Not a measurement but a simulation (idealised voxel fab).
Process module under the name voxel double patterning
Shown is cross-section cut, with a width of 210 nm and square cells of size 5 nm.
The cross-sections in this document take the form of a grid made of square cells. They are written out as bands, in order from top to bottom. Each band consists of one or more rows of cells. Band: top and bottom heights (nm) first, top before bottom; then materials from left to right, widths in nm. "edge to edge" marks a sole material filling the band edge to edge. "empty" denotes empty space. Heads up on the height convention: 0 is the point under which the incoming wafer is all one material, and the lowest band has no bottom, it just keeps going down, like "0 nm and below". Note: "30->40" means the width goes from the first number (top row of the band) to the second number (bottom row) in equal steps per row of cells. You'll sometimes find "remained unchanged" written for a step, and that's the way of saying that nowhere in the cross-section did a cell change during that step. Enclosed voids (no open way to top), threshold 8 cells or more, entry "Closed void register", notation width x height at distance, distance from left edge, nm. Past the settings on a step's line: simulator remark, on that step. overlay nm, on a step with a mask: how far to the right of its planned place the mask lay; to the left if negative.

### Below is the list of planned process steps
1 RECEIVE: material Si
2 CONFORMAL_DEP: material SiO2, thk nm 5
3 DIRECTIONAL_DEP: material polySi, thk nm 15
4 DIRECTIONAL_DEP: material SiCN, thk nm 5
5 PATTERN: tone open, mask id FIRST, material resist, width nm 15, pitch nm 50, thk nm 15, overlay nm 0
6 DIRECTIONAL_ETCH: etch materials SiCN, depth nm 5
7 STRIP: etch materials resist
8 PATTERN: tone open, mask id SECOND, material resist, width nm 15, pitch nm 50, thk nm 20, overlay nm 0
9 DIRECTIONAL_ETCH: etch materials SiCN, depth nm 5
10 STRIP: etch materials resist
11 DIRECTIONAL_ETCH: etch materials polySi, depth nm 15
12 STRIP: etch materials SiCN

### as received, after step 1
* 0 nm and below  Si edge to edge
* Closed void register: none

### Starting wafer: above. Plan: above. Run: one mistake. Cross-section after the module: below
* 20 nm to 15 nm  SiO2 edge to edge
* 15 nm to 0 nm  polySi edge to edge
* 0 nm and below  Si edge to edge
* Closed void register: none
Want to know what went wrong? the intended sequence of steps 2 and 3 was reversed during processing, with each occupying the position of the other
